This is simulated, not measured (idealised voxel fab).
process module | voxel transistor to metal
cross-section cut | 300 nm wide | cells 5 nm
A cross-section is a grid of square cells, given in bands from the top down. A band is one or more rows of cells.
Each band's line starts with the height of the band's top and of its bottom, in nm. Then come its materials from left to right, each with its width in nm. One material with "throughout" fills the band from edge to edge. "air" is empty space.
Height 0 is the level under which the wafer as received is all one material. The lowest band goes on downwards, as in "0 down".
A width such as "30 to 40" changes by the same amount from each row of cells to the next, from the band's top row to its bottom row.
"no change" after a step means that no cell of the cross-section changed.
closed voids: empty space of 8 cells or more with no open way to the top, each as width x height at its distance from the left edge, in nm
after a step's settings: what the simulator itself notes on the step
overlay nm, on a step with a mask: how far to the right of its planned place the mask lay; to the left if negative
Each pair below shows a cross-section before one step and the cross-section after it, down to the lowest band that changed. The line under each pair gives the step between them, with its settings. The pairs can come from different runs of this module on the same starting wafer, so a pair continues from the pair above only where its "before" says so.
before
  0 down: Si throughout
  closed voids: none
after
  5 to 0: SiO2 throughout
  below 0: unchanged
  closed voids: none
the step between: op CONFORMAL_DEP | material SiO2 | thk nm 5
before: the cross-section after the pair above
after
  15 to 5: SiN throughout
  below 5: unchanged
  closed voids: none
the step between: op CONFORMAL_DEP | material SiN | thk nm 10
before: the cross-section after the pair above
after
  30 to 15: aC throughout
  below 15: unchanged
  closed voids: none
the step between: op DIRECTIONAL_DEP | material aC | thk nm 15
before: the cross-section after the pair above
after
  60 to 30: air 20 | resist 120 | air 20 | resist 120 | air 20
  below 30: unchanged
  closed voids: none
the step between: op PATTERN | tone cover | mask id ACTIVE | material resist | width nm 120 | pitch nm 140 | thk nm 30 | overlay nm 0
before: the cross-section after the pair above
after
  45 to 30: air 20 | resist 120 | air 20 | resist 120 | air 20
  30 to 15: air 20 | aC 120 | air 20 | aC 120 | air 20
  below 15: unchanged
  closed voids: none
the step between: op DIRECTIONAL_ETCH | etch materials aC | depth nm 15
before: the cross-section after the pair above
after
  30 to 15: air 20 | aC 120 | air 20 | aC 120 | air 20
  below 15: unchanged
  closed voids: none
the step between: op STRIP | etch materials resist
before: the cross-section after the pair above
after
  30 to 15: air 20 | aC 120 | air 20 | aC 120 | air 20
  15 to 5: air 20 | SiN 120 | air 20 | SiN 120 | air 20
  below 5: unchanged
  closed voids: none
the step between: op DIRECTIONAL_ETCH | etch materials SiN | depth nm 10
before: the cross-section after the pair above
after
  30 to 15: air 20 | aC 120 | air 20 | aC 120 | air 20
  15 to 5: air 20 | SiN 120 | air 20 | SiN 120 | air 20
  5 to 0: air 20 | SiO2 120 | air 20 | SiO2 120 | air 20
  below 0: unchanged
  closed voids: none
the step between: op DIRECTIONAL_ETCH | etch materials SiO2 | depth nm 5
before: the cross-section after the pair above
after
  30 to 15: air 20 | aC 120 | air 20 | aC 120 | air 20
  15 to 5: air 20 | SiN 120 | air 20 | SiN 120 | air 20
  5 to 0: air 20 | SiO2 120 | air 20 | SiO2 120 | air 20
  0 to -20: air 20 | Si 120 | air 20 | Si 120 | air 20
  below -20: unchanged
  closed voids: none
the step between: op DIRECTIONAL_ETCH | etch materials Si | depth nm 20
before: the cross-section after the pair above
after
  15 to 5: air 20 | SiN 120 | air 20 | SiN 120 | air 20
  below 5: unchanged
  closed voids: none
the step between: op STRIP | etch materials aC
before: the cross-section after the pair above
after
  15 to 5: air 20 | SiN 120 | air 20 | SiN 120 | air 20
  5 to 0: air 20 | SiO2 120 | air 20 | SiO2 120 | air 20
  0 to -20: air 20 | SiO2 5 | Si 110 | SiO2 5 | air 20 | SiO2 5 | Si 110 | SiO2 5 | air 20
  -20 to -25: SiO2 25 | Si 110 | SiO2 30 | Si 110 | SiO2 25
  below -25: unchanged
  closed voids: none
the step between: op OXIDIZE | depth nm 5
before: the cross-section after the pair above
after
  25 to 15: SiO2 throughout
  15 to 5: SiO2 20 | SiN 120 | SiO2 20 | SiN 120 | SiO2 20
  5 to 0: SiO2 throughout
  0 to -25: SiO2 25 | Si 110 | SiO2 30 | Si 110 | SiO2 25
  below -25: unchanged
  closed voids: none
the step between: op FILL_DEP | material SiO2 | thk nm 10
before: the cross-section after the pair above
after
  15 to 5: SiO2 20 | SiN 120 | SiO2 20 | SiN 120 | SiO2 20
  below 5: unchanged
  closed voids: none
the step between: op CMP | height nm 15
before: the cross-section after the pair above
after
  15 to 5: air 20 | SiN 120 | air 20 | SiN 120 | air 20
  below 5: unchanged
  closed voids: none
the step between: op SELECTIVE_ETCH | etch materials SiO2 | depth nm 10
before: the cross-section after the pair above
after
  5 to 0: SiO2 throughout
  below 0: unchanged
  closed voids: none
the step between: op STRIP | etch materials SiN
before: the cross-section after the pair above
after
  0 to -25: SiO2 25 | Si 110 | SiO2 30 | Si 110 | SiO2 25
  below -25: unchanged
  closed voids: none
the step between: op SELECTIVE_ETCH | etch materials SiO2 | depth nm 5
before: the cross-section after the pair above
after
  0 to -5: SiO2 throughout
  below -5: unchanged
  closed voids: none
the step between: op OXIDIZE | depth nm 5
before: the cross-section after the pair above
after
  25 to 0: polySi throughout
  below 0: unchanged
  closed voids: none
the step between: op DIRECTIONAL_DEP | material polySi | thk nm 25
before: the cross-section after the pair above
after
  40 to 25: SiCN throughout
  below 25: unchanged
  closed voids: none
the step between: op DIRECTIONAL_DEP | material SiCN | thk nm 15
before: the cross-section after the pair above
after
  55 to 40: air 65 | resist 30 | air 110 | resist 30 | air 65
  below 40: unchanged
  closed voids: none
the step between: op PATTERN | tone cover | mask id GATE | material resist | width nm 30 | pitch nm 140 | thk nm 15 | overlay nm 0
before: the cross-section after the pair above
after
  55 to 40: air 65 | resist 30 | air 110 | resist 30 | air 65
  40 to 25: air 65 | SiCN 30 | air 110 | SiCN 30 | air 65
  below 25: unchanged
  closed voids: none
the step between: op DIRECTIONAL_ETCH | etch materials SiCN | depth nm 25
before: the cross-section after the pair above
after
  55 to 40: air 65 | resist 30 | air 110 | resist 30 | air 65
  40 to 25: air 65 | SiCN 30 | air 110 | SiCN 30 | air 65
  25 to 0: air 65 | polySi 30 | air 110 | polySi 30 | air 65
  below 0: unchanged
  closed voids: none
the step between: op DIRECTIONAL_ETCH | etch materials polySi | depth nm 35
before: the cross-section after the pair above
after
  40 to 25: air 65 | SiCN 30 | air 110 | SiCN 30 | air 65
  below 25: unchanged
  closed voids: none
the step between: op STRIP | etch materials resist
before: the cross-section after the pair above
after
  45 to 40: air 60 | SiN 40 | air 100 | SiN 40 | air 60
  40 to 25: air 60 | SiN 5 | SiCN 30 | SiN 5 | air 100 | SiN 5 | SiCN 30 | SiN 5 | air 60
  25 to 5: air 60 | SiN 5 | polySi 30 | SiN 5 | air 100 | SiN 5 | polySi 30 | SiN 5 | air 60
  5 to 0: SiN 65 | polySi 30 | SiN 110 | polySi 30 | SiN 65
  below 0: unchanged
  closed voids: none
the step between: op CONFORMAL_DEP | material SiN | thk nm 5
before: the cross-section after the pair above
after
  40 to 25: air 60 | SiN 5 | SiCN 30 | SiN 5 | air 100 | SiN 5 | SiCN 30 | SiN 5 | air 60
  25 to 0: air 60 | SiN 5 | polySi 30 | SiN 5 | air 100 | SiN 5 | polySi 30 | SiN 5 | air 60
  below 0: unchanged
  closed voids: none
the step between: op DIRECTIONAL_ETCH | etch materials SiN | depth nm 5
before: the cross-section after the pair above
after
  40 to 25: air 60 | SiN 5 | SiCN 30 | SiN 5 | air 100 | SiN 5 | SiCN 30 | SiN 5 | air 60
  25 to 0: air 60 | SiN 5 | polySi 30 | SiN 5 | air 100 | SiN 5 | polySi 30 | SiN 5 | air 60
  0 to -5: air 60 | SiO2 40 | air 100 | SiO2 40 | air 60
  below -5: unchanged
  closed voids: none
the step between: op DIRECTIONAL_ETCH | etch materials SiO2 | depth nm 5
before: the cross-section after the pair above
after
  40 to 25: air 60 | SiN 5 | SiCN 30 | SiN 5 | air 100 | SiN 5 | SiCN 30 | SiN 5 | air 60
  25 to 0: air 60 | SiN 5 | polySi 30 | SiN 5 | air 100 | SiN 5 | polySi 30 | SiN 5 | air 60
  0 to -5: air 60 | SiO2 40 | air 100 | SiO2 40 | air 60
  -5 to -10: SiO2 25 | air 35 | Si 40 | air 35 | SiO2 30 | air 35 | Si 40 | air 35 | SiO2 25
  below -10: unchanged
  closed voids: none
the step between: op DIRECTIONAL_ETCH | etch materials Si | depth nm 5
before: the cross-section after the pair above
after
  40 to 25: air 60 | SiN 5 | SiCN 30 | SiN 5 | air 100 | SiN 5 | SiCN 30 | SiN 5 | air 60
  25 to 5: air 60 | SiN 5 | polySi 30 | SiN 5 | air 100 | SiN 5 | polySi 30 | SiN 5 | air 60
  5 to 0: air 50 | nSi 10 | SiN 5 | polySi 30 | SiN 5 | nSi 10 | air 80 | nSi 10 | SiN 5 | polySi 30 | SiN 5 | nSi 10 | air 50
  0 to -5: air 20 | nSi 40 | SiO2 40 | nSi 40 | air 20 | nSi 40 | SiO2 40 | nSi 40 | air 20
  -5 to -10: SiO2 25 | nSi 35 | Si 40 | nSi 35 | SiO2 30 | nSi 35 | Si 40 | nSi 35 | SiO2 25
  below -10: unchanged
  closed voids: none
the step between: op EPI | material nSi | thk nm 10
before: the cross-section after the pair above
after
  50 to 40: SiO2 throughout
  40 to 25: SiO2 60 | SiN 5 | SiCN 30 | SiN 5 | SiO2 100 | SiN 5 | SiCN 30 | SiN 5 | SiO2 60
  25 to 5: SiO2 60 | SiN 5 | polySi 30 | SiN 5 | SiO2 100 | SiN 5 | polySi 30 | SiN 5 | SiO2 60
  5 to 0: SiO2 50 | nSi 10 | SiN 5 | polySi 30 | SiN 5 | nSi 10 | SiO2 80 | nSi 10 | SiN 5 | polySi 30 | SiN 5 | nSi 10 | SiO2 50
  0 to -5: SiO2 20 | nSi 40 | SiO2 40 | nSi 40 | SiO2 20 | nSi 40 | SiO2 40 | nSi 40 | SiO2 20
  below -5: unchanged
  closed voids: none
the step between: op FILL_DEP | material SiO2 | thk nm 10
before: the cross-section after the pair above
after
  25 to 5: SiO2 60 | SiN 5 | polySi 30 | SiN 5 | SiO2 100 | SiN 5 | polySi 30 | SiN 5 | SiO2 60
  below 5: unchanged
  closed voids: none
the step between: op CMP | height nm 25
before: the cross-section after the pair above
after
  25 to 5: SiO2 60 | SiN 5 | air 30 | SiN 5 | SiO2 100 | SiN 5 | air 30 | SiN 5 | SiO2 60
  5 to 0: SiO2 50 | nSi 10 | SiN 5 | air 30 | SiN 5 | nSi 10 | SiO2 80 | nSi 10 | SiN 5 | air 30 | SiN 5 | nSi 10 | SiO2 50
  below 0: unchanged
  closed voids: none
the step between: op STRIP | etch materials polySi
before: the cross-section after the pair above
after
  25 to 20: air 60 | SiN 5 | air 30 | SiN 5 | air 100 | SiN 5 | air 30 | SiN 5 | air 60
  20 to 5: SiO2 60 | SiN 5 | air 30 | SiN 5 | SiO2 100 | SiN 5 | air 30 | SiN 5 | SiO2 60
  5 to 0: SiO2 50 | nSi 10 | SiN 5 | air 30 | SiN 5 | nSi 10 | SiO2 80 | nSi 10 | SiN 5 | air 30 | SiN 5 | nSi 10 | SiO2 50
  0 to -5: SiO2 20 | nSi 40 | air 40 | nSi 40 | SiO2 20 | nSi 40 | air 40 | nSi 40 | SiO2 20
  below -5: unchanged
  closed voids: none
the step between: op SELECTIVE_ETCH | etch materials SiO2 | depth nm 5
before: the cross-section after the pair above
after
  30 to 25: air 55 | HfO2 15 | air 20 | HfO2 15 | air 90 | HfO2 15 | air 20 | HfO2 15 | air 55
  25 to 20: HfO2 60 | SiN 5 | HfO2 5 | air 20 | HfO2 5 | SiN 5 | HfO2 100 | SiN 5 | HfO2 5 | air 20 | HfO2 5 | SiN 5 | HfO2 60
  20 to 5: SiO2 60 | SiN 5 | HfO2 5 | air 20 | HfO2 5 | SiN 5 | SiO2 100 | SiN 5 | HfO2 5 | air 20 | HfO2 5 | SiN 5 | SiO2 60
  5 to 0: SiO2 50 | nSi 10 | SiN 5 | HfO2 5 | air 20 | HfO2 5 | SiN 5 | nSi 10 | SiO2 80 | nSi 10 | SiN 5 | HfO2 5 | air 20 | HfO2 5 | SiN 5 | nSi 10 | SiO2 50
  0 to -5: SiO2 20 | nSi 40 | HfO2 40 | nSi 40 | SiO2 20 | nSi 40 | HfO2 40 | nSi 40 | SiO2 20
  below -5: unchanged
  closed voids: none
the step between: op CONFORMAL_DEP | material HfO2 | thk nm 5
before: the cross-section after the pair above
after
  35 to 30: air 50 | TiN 25 | air 10 | TiN 25 | air 80 | TiN 25 | air 10 | TiN 25 | air 50
  30 to 25: TiN 55 | HfO2 15 | TiN 5 | air 10 | TiN 5 | HfO2 15 | TiN 90 | HfO2 15 | TiN 5 | air 10 | TiN 5 | HfO2 15 | TiN 55
  25 to 20: HfO2 60 | SiN 5 | HfO2 5 | TiN 5 | air 10 | TiN 5 | HfO2 5 | SiN 5 | HfO2 100 | SiN 5 | HfO2 5 | TiN 5 | air 10 | TiN 5 | HfO2 5 | SiN 5 | HfO2 60
  20 to 5: SiO2 60 | SiN 5 | HfO2 5 | TiN 5 | air 10 | TiN 5 | HfO2 5 | SiN 5 | SiO2 100 | SiN 5 | HfO2 5 | TiN 5 | air 10 | TiN 5 | HfO2 5 | SiN 5 | SiO2 60
  5 to 0: SiO2 50 | nSi 10 | SiN 5 | HfO2 5 | TiN 20 | HfO2 5 | SiN 5 | nSi 10 | SiO2 80 | nSi 10 | SiN 5 | HfO2 5 | TiN 20 | HfO2 5 | SiN 5 | nSi 10 | SiO2 50
  below 0: unchanged
  closed voids: none
the step between: op CONFORMAL_DEP | material TiN | thk nm 5
before: the cross-section after the pair above
after
  45 to 35: W throughout
  35 to 30: W 50 | TiN 25 | W 10 | TiN 25 | W 80 | TiN 25 | W 10 | TiN 25 | W 50
  30 to 25: TiN 55 | HfO2 15 | TiN 5 | W 10 | TiN 5 | HfO2 15 | TiN 90 | HfO2 15 | TiN 5 | W 10 | TiN 5 | HfO2 15 | TiN 55
  25 to 20: HfO2 60 | SiN 5 | HfO2 5 | TiN 5 | W 10 | TiN 5 | HfO2 5 | SiN 5 | HfO2 100 | SiN 5 | HfO2 5 | TiN 5 | W 10 | TiN 5 | HfO2 5 | SiN 5 | HfO2 60
  20 to 5: SiO2 60 | SiN 5 | HfO2 5 | TiN 5 | W 10 | TiN 5 | HfO2 5 | SiN 5 | SiO2 100 | SiN 5 | HfO2 5 | TiN 5 | W 10 | TiN 5 | HfO2 5 | SiN 5 | SiO2 60
  below 5: unchanged
  closed voids: none
the step between: op FILL_DEP | material W | thk nm 10
before: the cross-section after the pair above
after
  20 to 5: SiO2 60 | SiN 5 | HfO2 5 | TiN 5 | W 10 | TiN 5 | HfO2 5 | SiN 5 | SiO2 100 | SiN 5 | HfO2 5 | TiN 5 | W 10 | TiN 5 | HfO2 5 | SiN 5 | SiO2 60
  below 5: unchanged
  closed voids: none
the step between: op CMP | height nm 20
before: the cross-section after the pair above
after
  30 to 20: SiO2 throughout
  below 20: unchanged
  closed voids: none
the step between: op DIRECTIONAL_DEP | material SiO2 | thk nm 10
before: the cross-section after the pair above
after
  40 to 30: aC throughout
  below 30: unchanged
  closed voids: none
the step between: op DIRECTIONAL_DEP | material aC | thk nm 10
before: the cross-section after the pair above
after
  70 to 40: resist 30 | air 20 | resist 60 | air 20 | resist 40 | air 20 | resist 60 | air 20 | resist 30
  below 40: unchanged
  closed voids: none
the step between: op PATTERN | tone open | mask id CONTACT | material resist | width nm 20 | thk nm 30 | overlay nm 0
before: the cross-section after the pair above
after
  60 to 40: resist 30 | air 20 | resist 60 | air 20 | resist 40 | air 20 | resist 60 | air 20 | resist 30
  40 to 30: aC 30 | air 20 | aC 60 | air 20 | aC 40 | air 20 | aC 60 | air 20 | aC 30
  below 30: unchanged
  closed voids: none
the step between: op DIRECTIONAL_ETCH | etch materials aC | depth nm 10
before: the cross-section after the pair above
after
  40 to 30: aC 30 | air 20 | aC 60 | air 20 | aC 40 | air 20 | aC 60 | air 20 | aC 30
  below 30: unchanged
  closed voids: none
the step between: op STRIP | etch materials resist
before: the cross-section after the pair above
after
  40 to 30: aC 30 | air 20 | aC 60 | air 20 | aC 40 | air 20 | aC 60 | air 20 | aC 30
  30 to 20: SiO2 30 | air 20 | SiO2 60 | air 20 | SiO2 40 | air 20 | SiO2 60 | air 20 | SiO2 30
  20 to 5: SiO2 30 | air 20 | SiO2 10 | SiN 5 | HfO2 5 | TiN 5 | W 10 | TiN 5 | HfO2 5 | SiN 5 | SiO2 10 | air 20 | SiO2 40 | air 20 | SiO2 10 | SiN 5 | HfO2 5 | TiN 5 | W 10 | TiN 5 | HfO2 5 | SiN 5 | SiO2 10 | air 20 | SiO2 30
  5 to 0: SiO2 30 | air 20 | nSi 10 | SiN 5 | HfO2 5 | TiN 20 | HfO2 5 | SiN 5 | nSi 10 | air 20 | SiO2 40 | air 20 | nSi 10 | SiN 5 | HfO2 5 | TiN 20 | HfO2 5 | SiN 5 | nSi 10 | air 20 | SiO2 30
  below 0: unchanged
  closed voids: none
the step between: op DIRECTIONAL_ETCH | etch materials SiO2 | depth nm 30
before: the cross-section after the pair above
after
  30 to 20: SiO2 30 | air 20 | SiO2 60 | air 20 | SiO2 40 | air 20 | SiO2 60 | air 20 | SiO2 30
  below 20: unchanged
  closed voids: none
the step between: op STRIP | etch materials aC
before: the cross-section after the pair above
after
  35 to 30: TiN 35 | air 10 | TiN 70 | air 10 | TiN 50 | air 10 | TiN 70 | air 10 | TiN 35
  30 to 20: SiO2 30 | TiN 5 | air 10 | TiN 5 | SiO2 60 | TiN 5 | air 10 | TiN 5 | SiO2 40 | TiN 5 | air 10 | TiN 5 | SiO2 60 | TiN 5 | air 10 | TiN 5 | SiO2 30
  20 to 5: SiO2 30 | TiN 5 | air 10 | TiN 5 | SiO2 10 | SiN 5 | HfO2 5 | TiN 5 | W 10 | TiN 5 | HfO2 5 | SiN 5 | SiO2 10 | TiN 5 | air 10 | TiN 5 | SiO2 40 | TiN 5 | air 10 | TiN 5 | SiO2 10 | SiN 5 | HfO2 5 | TiN 5 | W 10 | TiN 5 | HfO2 5 | SiN 5 | SiO2 10 | TiN 5 | air 10 | TiN 5 | SiO2 30
  5 to 0: SiO2 30 | TiN 20 | nSi 10 | SiN 5 | HfO2 5 | TiN 20 | HfO2 5 | SiN 5 | nSi 10 | TiN 20 | SiO2 40 | TiN 20 | nSi 10 | SiN 5 | HfO2 5 | TiN 20 | HfO2 5 | SiN 5 | nSi 10 | TiN 20 | SiO2 30
  below 0: unchanged
  closed voids: none
the step between: op CONFORMAL_DEP | material TiN | thk nm 5
before: the cross-section after the pair above
after
  45 to 35: W throughout
  35 to 30: TiN 35 | W 10 | TiN 70 | W 10 | TiN 50 | W 10 | TiN 70 | W 10 | TiN 35
  30 to 20: SiO2 30 | TiN 5 | W 10 | TiN 5 | SiO2 60 | TiN 5 | W 10 | TiN 5 | SiO2 40 | TiN 5 | W 10 | TiN 5 | SiO2 60 | TiN 5 | W 10 | TiN 5 | SiO2 30
  20 to 5: SiO2 30 | TiN 5 | W 10 | TiN 5 | SiO2 10 | SiN 5 | HfO2 5 | TiN 5 | W 10 | TiN 5 | HfO2 5 | SiN 5 | SiO2 10 | TiN 5 | W 10 | TiN 5 | SiO2 40 | TiN 5 | W 10 | TiN 5 | SiO2 10 | SiN 5 | HfO2 5 | TiN 5 | W 10 | TiN 5 | HfO2 5 | SiN 5 | SiO2 10 | TiN 5 | W 10 | TiN 5 | SiO2 30
  below 5: unchanged
  closed voids: none
the step between: op FILL_DEP | material W | thk nm 10
before: the cross-section after the pair above
after
  30 to 20: SiO2 30 | TiN 5 | W 10 | TiN 5 | SiO2 60 | TiN 5 | W 10 | TiN 5 | SiO2 40 | TiN 5 | W 10 | TiN 5 | SiO2 60 | TiN 5 | W 10 | TiN 5 | SiO2 30
  below 20: unchanged
  closed voids: none
the step between: op CMP | height nm 30
before: the cross-section after the pair above
after
  35 to 30: SiN throughout
  below 30: unchanged
  closed voids: none
the step between: op CONFORMAL_DEP | material SiN | thk nm 5
before: the cross-section after the pair above
after
  50 to 35: SiO2 throughout
  below 35: unchanged
  closed voids: none
the step between: op DIRECTIONAL_DEP | material SiO2 | thk nm 15
before: the cross-section after the pair above
after
  65 to 50: resist 30 | air 20 | resist 60 | air 20 | resist 40 | air 20 | resist 60 | air 20 | resist 30
  below 50: unchanged
  closed voids: none
the step between: op PATTERN | tone open | mask id METAL_1 | material resist | width nm 20 | thk nm 15 | overlay nm 0
before: the cross-section after the pair above
after
  65 to 50: resist 30 | air 20 | resist 60 | air 20 | resist 40 | air 20 | resist 60 | air 20 | resist 30
  50 to 35: SiO2 30 | air 20 | SiO2 60 | air 20 | SiO2 40 | air 20 | SiO2 60 | air 20 | SiO2 30
  below 35: unchanged
  closed voids: none
the step between: op DIRECTIONAL_ETCH | etch materials SiO2 | depth nm 15
before: the cross-section after the pair above
after
  65 to 50: resist 30 | air 20 | resist 60 | air 20 | resist 40 | air 20 | resist 60 | air 20 | resist 30
  50 to 35: SiO2 30 | air 20 | SiO2 60 | air 20 | SiO2 40 | air 20 | SiO2 60 | air 20 | SiO2 30
  35 to 30: SiN 30 | air 20 | SiN 60 | air 20 | SiN 40 | air 20 | SiN 60 | air 20 | SiN 30
  below 30: unchanged
  closed voids: none
the step between: op DIRECTIONAL_ETCH | etch materials SiN | depth nm 5
before: the cross-section after the pair above
after
  50 to 35: SiO2 30 | air 20 | SiO2 60 | air 20 | SiO2 40 | air 20 | SiO2 60 | air 20 | SiO2 30
  below 35: unchanged
  closed voids: none
the step between: op STRIP | etch materials resist
before: the cross-section after the pair above
after
  55 to 50: TiN 35 | air 10 | TiN 70 | air 10 | TiN 50 | air 10 | TiN 70 | air 10 | TiN 35
  50 to 35: SiO2 30 | TiN 5 | air 10 | TiN 5 | SiO2 60 | TiN 5 | air 10 | TiN 5 | SiO2 40 | TiN 5 | air 10 | TiN 5 | SiO2 60 | TiN 5 | air 10 | TiN 5 | SiO2 30
  35 to 30: SiN 30 | TiN 20 | SiN 60 | TiN 20 | SiN 40 | TiN 20 | SiN 60 | TiN 20 | SiN 30
  below 30: unchanged
  closed voids: none
the step between: op CONFORMAL_DEP | material TiN | thk nm 5
before: the cross-section after the pair above
after
  60 to 55: Ru throughout
  55 to 50: TiN 35 | Ru 10 | TiN 70 | Ru 10 | TiN 50 | Ru 10 | TiN 70 | Ru 10 | TiN 35
  50 to 35: SiO2 30 | TiN 5 | Ru 10 | TiN 5 | SiO2 60 | TiN 5 | Ru 10 | TiN 5 | SiO2 40 | TiN 5 | Ru 10 | TiN 5 | SiO2 60 | TiN 5 | Ru 10 | TiN 5 | SiO2 30
  below 35: unchanged
  closed voids: none
the step between: op FILL_DEP | material Ru | thk nm 5
before: the cross-section after the pair above
after
  50 to 35: SiO2 30 | TiN 5 | Ru 10 | TiN 5 | SiO2 60 | TiN 5 | Ru 10 | TiN 5 | SiO2 40 | TiN 5 | Ru 10 | TiN 5 | SiO2 60 | TiN 5 | Ru 10 | TiN 5 | SiO2 30
  below 35: unchanged
  closed voids: none
the step between: op CMP | height nm 50
before: the cross-section after the pair above
after
  55 to 50: air 25 | Ru 30 | air 50 | Ru 30 | air 30 | Ru 30 | air 50 | Ru 30 | air 25
  below 50: unchanged
  closed voids: none
the step between: op EPI | material Ru | thk nm 5
before: the cross-section after the pair above
after
  60 to 55: SiCN throughout
  55 to 50: SiCN 25 | Ru 30 | SiCN 50 | Ru 30 | SiCN 30 | Ru 30 | SiCN 50 | Ru 30 | SiCN 25
  below 50: unchanged
  closed voids: none
the step between: op FILL_DEP | material SiCN | thk nm 5
before: the cross-section after the pair above
after
  90 to 60: SiO2 throughout
  below 60: unchanged
  closed voids: none
the step between: op DIRECTIONAL_DEP | material SiO2 | thk nm 30
before: the cross-section after the pair above
after
  100 to 90: aC throughout
  below 90: unchanged
  closed voids: none
the step between: op DIRECTIONAL_DEP | material aC | thk nm 10
before: the cross-section after the pair above
after
  130 to 100: resist 30 | air 20 | resist 120 | air 20 | resist 110
  below 100: unchanged
  closed voids: none
the step between: op PATTERN | tone open | mask id METAL_2 | material resist | width nm 20 | pitch nm 140 | thk nm 30 | overlay nm 0
before: the cross-section after the pair above
after
  120 to 100: resist 30 | air 20 | resist 120 | air 20 | resist 110
  100 to 90: aC 30 | air 20 | aC 120 | air 20 | aC 110
  below 90: unchanged
  closed voids: none
the step between: op DIRECTIONAL_ETCH | etch materials aC | depth nm 10
before: the cross-section after the pair above
after
  100 to 90: aC 30 | air 20 | aC 120 | air 20 | aC 110
  below 90: unchanged
  closed voids: none
the step between: op STRIP | etch materials resist
before: the cross-section after the pair above
after
  100 to 90: aC 30 | air 20 | aC 120 | air 20 | aC 110
  90 to 75: SiO2 30 | air 20 | SiO2 120 | air 20 | SiO2 110
  below 75: unchanged
  closed voids: none
the step between: op DIRECTIONAL_ETCH | etch materials SiO2 | depth nm 15
before: the cross-section after the pair above
after
  90 to 75: SiO2 30 | air 20 | SiO2 120 | air 20 | SiO2 110
  below 75: unchanged
  closed voids: none
the step between: op STRIP | etch materials aC
before: the cross-section after the pair above
after
  90 to 75: SiO2 30 | air 20 | SiO2 120 | air 20 | SiO2 110
  75 to 60: SiO2 30 | air 15 | SiO2 125 | air 15 | SiO2 115
  below 60: unchanged
  closed voids: none
the step between: op MASKED_ETCH | tone open | mask id METAL_2_HOLES | width nm 15 | pitch nm 140 | etch materials SiO2 | depth nm 15 | overlay nm 0
before: the cross-section after the pair above
after
  90 to 75: SiO2 30 | air 20 | SiO2 120 | air 20 | SiO2 110
  75 to 60: SiO2 30 | air 15 | SiO2 125 | air 15 | SiO2 115
  60 to 55: SiCN 30 | air 15 | SiCN 125 | air 15 | SiCN 115
  below 55: unchanged
  closed voids: none
the step between: op MASKED_ETCH | tone open | mask id METAL_2_HOLES | width nm 15 | pitch nm 140 | etch materials SiCN | depth nm 5 | overlay nm 0
before: the cross-section after the pair above
after
  95 to 90: TiN 35 | air 10 | TiN 130 | air 10 | TiN 115
  90 to 80: SiO2 30 | TiN 5 | air 10 | TiN 5 | SiO2 120 | TiN 5 | air 10 | TiN 5 | SiO2 110
  80 to 75: SiO2 30 | TiN 5 | air 5 | TiN 10 | SiO2 120 | TiN 5 | air 5 | TiN 10 | SiO2 110
  75 to 60: SiO2 30 | TiN 5 | air 5 | TiN 5 | SiO2 125 | TiN 5 | air 5 | TiN 5 | SiO2 115
  60 to 55: SiCN 30 | TiN 15 | SiCN 125 | TiN 15 | SiCN 115
  below 55: unchanged
  closed voids: none
the step between: op CONFORMAL_DEP | material TiN | thk nm 5
before: the cross-section after the pair above
after
  100 to 95: Cu throughout
  95 to 90: TiN 35 | Cu 10 | TiN 130 | Cu 10 | TiN 115
  90 to 80: SiO2 30 | TiN 5 | Cu 10 | TiN 5 | SiO2 120 | TiN 5 | Cu 10 | TiN 5 | SiO2 110
  80 to 75: SiO2 30 | TiN 5 | Cu 5 | TiN 10 | SiO2 120 | TiN 5 | Cu 5 | TiN 10 | SiO2 110
  75 to 60: SiO2 30 | TiN 5 | Cu 5 | TiN 5 | SiO2 125 | TiN 5 | Cu 5 | TiN 5 | SiO2 115
  below 60: unchanged
  closed voids: none
the step between: op FILL_DEP | material Cu | thk nm 5
before: the cross-section after the pair above
after
  90 to 80: SiO2 30 | TiN 5 | Cu 10 | TiN 5 | SiO2 120 | TiN 5 | Cu 10 | TiN 5 | SiO2 110
  below 80: unchanged
  closed voids: none
the step between: op CMP | height nm 90
before: the cross-section after the pair above
after
  95 to 90: SiN throughout
  below 90: unchanged
  closed voids: none
the step between: op CONFORMAL_DEP | material SiN | thk nm 5
before
  45 to 35: W throughout
  35 to 30: TiN 35 | W 10 | TiN 70 | W 10 | TiN 50 | W 10 | TiN 70 | W 10 | TiN 35
  30 to 20: SiO2 30 | TiN 5 | W 10 | TiN 5 | SiO2 60 | TiN 5 | W 10 | TiN 5 | SiO2 40 | TiN 5 | W 10 | TiN 5 | SiO2 60 | TiN 5 | W 10 | TiN 5 | SiO2 30
  20 to 5: SiO2 30 | TiN 5 | W 10 | TiN 5 | SiO2 10 | SiN 5 | HfO2 5 | TiN 5 | W 10 | TiN 5 | HfO2 5 | SiN 5 | SiO2 10 | TiN 5 | W 10 | TiN 5 | SiO2 40 | TiN 5 | W 10 | TiN 5 | SiO2 10 | SiN 5 | HfO2 5 | TiN 5 | W 10 | TiN 5 | HfO2 5 | SiN 5 | SiO2 10 | TiN 5 | W 10 | TiN 5 | SiO2 30
  5 to 0: SiO2 30 | TiN 20 | nSi 10 | SiN 5 | HfO2 5 | TiN 20 | HfO2 5 | SiN 5 | nSi 10 | TiN 20 | SiO2 40 | TiN 20 | nSi 10 | SiN 5 | HfO2 5 | TiN 20 | HfO2 5 | SiN 5 | nSi 10 | TiN 20 | SiO2 30
  0 to -5: SiO2 20 | nSi 40 | HfO2 40 | nSi 40 | SiO2 20 | nSi 40 | HfO2 40 | nSi 40 | SiO2 20
  -5 to -10: SiO2 25 | nSi 35 | Si 40 | nSi 35 | SiO2 30 | nSi 35 | Si 40 | nSi 35 | SiO2 25
  -10 to -25: SiO2 25 | Si 110 | SiO2 30 | Si 110 | SiO2 25
  -25 down: Si throughout
  closed voids: none
after
  50 to 45: SiN throughout
  below 45: unchanged
  closed voids: none
the step between: op CONFORMAL_DEP | material SiN | thk nm 5
before: the cross-section after the pair above
after
  65 to 50: SiO2 throughout
  below 50: unchanged
  closed voids: none
the step between: op DIRECTIONAL_DEP | material SiO2 | thk nm 15
before: the cross-section after the pair above
after
  80 to 65: resist 30 | air 20 | resist 60 | air 20 | resist 40 | air 20 | resist 60 | air 20 | resist 30
  below 65: unchanged
  closed voids: none
the step between: op PATTERN | tone open | mask id METAL_1 | material resist | width nm 20 | thk nm 15 | overlay nm 0
before: the cross-section after the pair above
after
  80 to 65: resist 30 | air 20 | resist 60 | air 20 | resist 40 | air 20 | resist 60 | air 20 | resist 30
  65 to 50: SiO2 30 | air 20 | SiO2 60 | air 20 | SiO2 40 | air 20 | SiO2 60 | air 20 | SiO2 30
  below 50: unchanged
  closed voids: none
the step between: op DIRECTIONAL_ETCH | etch materials SiO2 | depth nm 15
